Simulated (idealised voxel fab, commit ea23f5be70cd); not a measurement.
Module name: voxel self aligned contacts (process module)
Square cell edge 5 nm, section width 205 nm, ID cut.
A cross-section is a grid of square cells, given in bands from the top down. A band is one or more rows of cells. Top height, bottom height, nm. Materials left to right, width each, nm. Single material + "throughout" = fills band edge to edge. "blank" = empty. For the purposes of this specification, 0 denotes the height below which the wafer in its as-received condition is composed wholly of one material, and the lowermost band, lacking a lower limit, extends downward without end, as expressed in "0 down". The expression "30 to 40" gives the width at the extremes of the band, the first number at its top row of cells and the second at its bottom row, with the width changing by equal amounts from each row to the next in between. Where the words "no change occurred" appear for a step, the cross-section shows no cell changed by that step; every cell remained as before. The list in "Closed void inventory" covers empty spaces of 8 cells or more that cannot reach the top through any open way, and it gives each as width x height at distance; the distance is from the left edge, and width, height and distance are in nm. Post-settings text on a step line: simulator's own remark regarding the step. A step line may carry the setting "overlay nm", which, for steps involving a mask, states the distance by which the mask lay to the right of its intended position; negative values denote displacement to the left.

### Steps in the process plan
step 1: RECEIVE,material Si
step 2: CONFORMAL_DEP,material SiO2,thk nm 5
step 3: DIRECTIONAL_DEP,material polySi,thk nm 25
step 4: DIRECTIONAL_DEP,material SiN,thk nm 20
step 5: PATTERN,tone cover,mask id GATE,material resist,width nm 15,pitch nm 50,thk nm 15,overlay nm 0
step 6: DIRECTIONAL_ETCH,etch materials SiN,depth nm 20
step 7: DIRECTIONAL_ETCH,etch materials polySi,depth nm 25
step 8: STRIP,etch materials resist
step 9: CONFORMAL_DEP,material SiN,thk nm 5
step 10: DIRECTIONAL_ETCH,etch materials SiN,depth nm 5
step 11: FILL_DEP,material SiO2,thk nm 20
step 12: CMP,height nm 60
step 13: DIRECTIONAL_DEP,material aC,thk nm 15
step 14: PATTERN,tone open,mask id CONTACT,material resist,width nm 35,pitch nm 50,thk nm 30,overlay nm 0
step 15: DIRECTIONAL_ETCH,etch materials aC,depth nm 15
step 16: STRIP,etch materials resist
step 17: DIRECTIONAL_ETCH,etch materials SiO2,depth nm 60
step 18: STRIP,etch materials aC
step 19: CONFORMAL_DEP,material TiN,thk nm 5
step 20: FILL_DEP,material W,thk nm 5
step 21: CMP,height nm 60
step 22: CONFORMAL_DEP,material SiN,thk nm 5
The wafers are alike at the start. At step 5, their width nm differs. The plan lists the first wafer's value.

### The first of several wafers as received, shown in cross-section; this is its state after step 1
* 0 down  Si throughout
* Closed void inventory: none

### Each row below is a wafer at the end of the module, listing for every material the number of cells it has gained (+) or lost (-) since it was received, followed by its closed voids
width nm 15, +131 SiN, +229 SiO2, +58 TiN, +70 W, +45 polySi, Closed void inventory: none
width nm 20, +143 SiN, +222 SiO2, +58 TiN, +50 W, +60 polySi, Closed void inventory: none
width nm 25, +155 SiN, +215 SiO2, +58 TiN, +30 W, +75 polySi, Closed void inventory: none
width nm 30, +167 SiN, +208 SiO2, +58 TiN, +10 W, +90 polySi, Closed void inventory: none
width nm 35, +179 SiN, +201 SiO2, +38 TiN, +10 W, +105 polySi, Closed void inventory: none
